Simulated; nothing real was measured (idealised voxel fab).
process module | voxel self aligned vias
cross-section cut | 255 nm wide | cells 5 nm
A cross-section is a grid of square cells, given in bands from the top down. A band is one or more rows of cells.
Each band's line starts with the height of the band's top and of its bottom, in nm. Then come its materials from left to right, each with its width in nm. One material with "throughout" fills the band from edge to edge. "air" is empty space.
Height 0 is the level under which the wafer as received is all one material. The lowest band goes on downwards, as in "0 down".
A width such as "30 to 40" changes by the same amount from each row of cells to the next, from the band's top row to its bottom row.
"no change" after a step means that no cell of the cross-section changed.
closed voids: empty space of 8 cells or more with no open way to the top, each as width x height at its distance from the left edge, in nm
after a step's settings: what the simulator itself notes on the step
overlay nm, on a step with a mask: how far to the right of its planned place the mask lay; to the left if negative
plan
1 op RECEIVE | material Si
2 op CONFORMAL_DEP | material SiO2 | thk nm 10
3 op CONFORMAL_DEP | material SiCN | thk nm 5
4 op DIRECTIONAL_DEP | material SiO2 | thk nm 25
5 op DIRECTIONAL_DEP | material aC | thk nm 15
6 op PATTERN | tone open | mask id LINES | material resist | width nm 25 | pitch nm 75 | thk nm 30 | overlay nm 0
7 op DIRECTIONAL_ETCH | etch materials aC | depth nm 15
8 op STRIP | etch materials resist
9 op DIRECTIONAL_ETCH | etch materials SiO2 | depth nm 25
10 op STRIP | etch materials aC
11 op CONFORMAL_DEP | material TiN | thk nm 5
12 op FILL_DEP | material Ru | thk nm 5
13 op CMP | height nm 35
14 op SELECTIVE_ETCH | etch materials W Ru TiN | depth nm 10
15 op FILL_DEP | material SiN | thk nm 5
16 op CMP | height nm 40
17 op DIRECTIONAL_DEP | material SiO2 | thk nm 15
18 op PATTERN | tone open | mask id VIAS | material resist | width nm 45 | pitch nm 150 | thk nm 15 | overlay nm 0
19 op DIRECTIONAL_ETCH | etch materials SiO2 | depth nm 15
20 op DIRECTIONAL_ETCH | etch materials SiN | depth nm 10
21 op STRIP | etch materials resist
22 op CONFORMAL_DEP | material TiN | thk nm 5
23 op FILL_DEP | material Cu | thk nm 10
24 op CMP | height nm 55
25 op CONFORMAL_DEP | material SiN | thk nm 5
varied across the wafers: height nm of step 13. The plan shows the first wafer's value. All wafers start alike
first wafer as received, after step 1
  0 down: Si throughout
  closed voids: none
each wafer at the end: cells of each material gained (+) or lost (-) since it was received, then its closed voids
height nm 35 | +48 Cu | +9 Ru | +51 SiCN | +104 SiN | +345 SiO2 | +55 TiN | closed voids: none
height nm 40 | +40 Cu | +18 Ru | +51 SiCN | +61 SiN | +381 SiO2 | +61 TiN | closed voids: none
height nm 45 | +34 Cu | +27 Ru | +51 SiCN | +56 SiN | +381 SiO2 | +63 TiN | closed voids: none
height nm 50 | +28 Cu | +36 Ru | +51 SiCN | +51 SiN | +381 SiO2 | +65 TiN | closed voids: none
